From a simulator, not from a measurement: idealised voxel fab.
Process module in this document: voxel fin reveal
It is cross-section cut that appears here, measuring 155 nm in width, its square cells being 5 nm in size.
Cross-section layout: square cells on a grid; listed as bands, top to bottom; a band spans one or more cell rows. Band: top and bottom heights (nm) first, top before bottom; then materials from left to right, widths in nm. "everywhere" marks a sole material filling the band edge to edge. "blank" denotes empty space. Heights are expressed relative to 0, this being the level below which the as-received wafer comprises one material exclusively. The lowest band is unbounded in the downward direction and is denoted as in "top 0, no bottom". Quick explanation for "30->40": the width changes in equal steps down the rows of cells, from the first number in the band's top row to the second number in its bottom row. "no change" for a step: no cell of the cross-section changed in that step. "Enclosed cavities" lists enclosed empty spaces (at least 8 cells, no open path upward to the top), each as width x height at distance from the left edge, in nm. Step line, after settings: the simulator's comment on this step. A step line may carry the setting "overlay nm", which, for steps involving a mask, states the distance by which the mask lay to the right of its intended position; negative values denote displacement to the left.
Planned process steps:
- 1: RECEIVE: material Si
- 2: CONFORMAL_DEP: material SiN, thk nm 10
- 3: DIRECTIONAL_DEP: material aC, thk nm 15
- 4: PATTERN: tone cover, mask id FINS, material resist, width nm 15, pitch nm 40, thk nm 30, overlay nm 0
- 5: DIRECTIONAL_ETCH: etch materials aC, depth nm 15
- 6: STRIP: etch materials resist
- 7: DIRECTIONAL_ETCH: etch materials SiN, depth nm 10
- 8: DIRECTIONAL_ETCH: etch materials Si, depth nm 30
- 9: STRIP: etch materials aC
- 10: FILL_DEP: material SiO2, thk nm 15
- 11: CMP: height nm 10
- 12: SELECTIVE_ETCH: etch materials SiO2, depth nm 30
- 13: STRIP: etch materials SiN
- 14: CONFORMAL_DEP: material HfO2, thk nm 5
Cross-section of the wafer as it came to us, i.e., already through step 1:
	top 0, no bottom | Si everywhere
	Enclosed cavities: none
One mistake in running the module, otherwise start and plan as above: cross-section at the end:
	top 15, bottom 10 | blank 45 nm  HfO2 25 nm  blank 15 nm  HfO2 25 nm  blank 45 nm
	top 10, bottom 0 | blank 45 nm  HfO2 5 nm  SiN 15 nm  HfO2 5 nm  blank 15 nm  HfO2 5 nm  SiN 15 nm  HfO2 5 nm  blank 45 nm
	top 0, bottom -25 | blank 45 nm  HfO2 5 nm  Si 15 nm  HfO2 5 nm  blank 15 nm  HfO2 5 nm  Si 15 nm  HfO2 5 nm  blank 45 nm
	top -25, bottom -30 | HfO2 50 nm  Si 15 nm  HfO2 25 nm  Si 15 nm  HfO2 50 nm
	top -30, no bottom | Si everywhere
	Enclosed cavities: none
Want to know what went wrong? step 13 ran as: STRIP: etch materials SiO2
